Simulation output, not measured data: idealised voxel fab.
Process module name: voxel tone inversion
The width of the displayed cross-section, cut, is 210 nm; its cells are square, with a size of 5 nm.
A cross-section is written here as square cells arranged in a grid, and it is given in bands from the top down, each band taking up one or more rows of cells. This entry defines a band. It first specifies the height of the band's top and the height of its bottom in nm, and then specifies the band's materials from left to right, stating each material with its width in nm. The word "throughout" identifies a single material that fills the band from edge to edge, while the word "air" identifies empty space. Convention: height 0 is the level below which the wafer, as received, is all one material. The lowest band does not terminate at the bottom but continues downward, represented as "0 down". The notation "30 to 40" denotes a width that varies across the rows of cells in the band, beginning at the first number in the top row, finishing at the second number in the bottom row, and changing by an identical amount from each row to the next. When a step is marked "all unchanged", none of the cells in the cross-section changed during that step. Reported under the label "Closed void listing" are the empty spaces having no open way to the top and comprising 8 cells or more; the notation for each is width x height at distance, in which the distance is measured from the left edge and all three values are in nm. Heads up: the bit after the settings on a step's line is the simulator's remark on that step. A step's line can hold "overlay nm"; with a mask on that step, the setting says how far right of the planned place the mask lay, while a negative setting says it lay to the left.

-- Steps in the process plan
1 op RECEIVE | material Si
2 op CONFORMAL_DEP | material SiCN | thk nm 5
3 op DIRECTIONAL_DEP | material polySi | thk nm 25
4 op PATTERN | tone cover | mask id POSTS | material resist | width nm 20 | pitch nm 35 | thk nm 35 | overlay nm 0
5 op DIRECTIONAL_ETCH | etch materials polySi | depth nm 25
6 op STRIP | etch materials resist
7 op FILL_DEP | material lowk | thk nm 5
8 op CMP | height nm 30
9 op STRIP | etch materials polySi

-- What follows covers the first of two wafers; it ran as planned

-- Wafer as received: cross-section following step 1
* 0 down | Si throughout
* Closed void listing: none

-- Step 2 done - wafer cross-section
* 5 to 0 | SiCN throughout
* below 0: unchanged

-- Step 3 done - wafer cross-section
* 30 to 5 | polySi throughout
* below 5: unchanged

-- Step 4 done - wafer cross-section
* 65 to 30 | air 75  resist 20  air 15  resist 20  air 80
* below 30: unchanged

-- Step 5 done - wafer cross-section
* 65 to 30 | air 75  resist 20  air 15  resist 20  air 80
* 30 to 5 | air 75  polySi 20  air 15  polySi 20  air 80
* below 5: unchanged

-- Step 6 done - wafer cross-section
* 30 to 5 | air 75  polySi 20  air 15  polySi 20  air 80
* below 5: unchanged

-- Step 7 done - wafer cross-section
* 35 to 30 | lowk throughout
* 30 to 5 | lowk 75  polySi 20  lowk 15  polySi 20  lowk 80
* below 5: unchanged

-- Step 8 done - wafer cross-section
* 30 to 5 | lowk 75  polySi 20  lowk 15  polySi 20  lowk 80
* below 5: unchanged

-- Step 9 done - wafer cross-section
* 30 to 5 | lowk 75  air 20  lowk 15  air 20  lowk 80
* below 5: unchanged

-- For the second wafer, take the first wafer's start and plan, then add one mistake made in running it; everything through step 1, that step included, is shared with the first

Planned end of step 2: second wafer, cross-section: all unchanged

-- Planned end of step 3: second wafer, cross-section
* 25 to 0 | polySi throughout
* below 0: unchanged

-- Planned end of step 4: second wafer, cross-section
* 60 to 25 | air 75  resist 20  air 15  resist 20  air 80
* below 25: unchanged

-- Planned end of step 5: second wafer, cross-section
* 60 to 25 | air 75  resist 20  air 15  resist 20  air 80
* 25 to 0 | air 75  polySi 20  air 15  polySi 20  air 80
* below 0: unchanged

-- Planned end of step 6: second wafer, cross-section
* 25 to 0 | air 75  polySi 20  air 15  polySi 20  air 80
* below 0: unchanged

-- Planned end of step 7: second wafer, cross-section
* 30 to 25 | lowk throughout
* 25 to 0 | lowk 75  polySi 20  lowk 15  polySi 20  lowk 80
* below 0: unchanged

Planned end of step 8: second wafer, cross-section: all unchanged

Planned end of step 9: second wafer, cross-section: all unchanged
Diagnosis: heads up, step 2 of the plan was skipped and never actually ran
Count the cells at the end and the second wafer has more or fewer of some materials than the first: SiCN -42, lowk +42, polySi +40
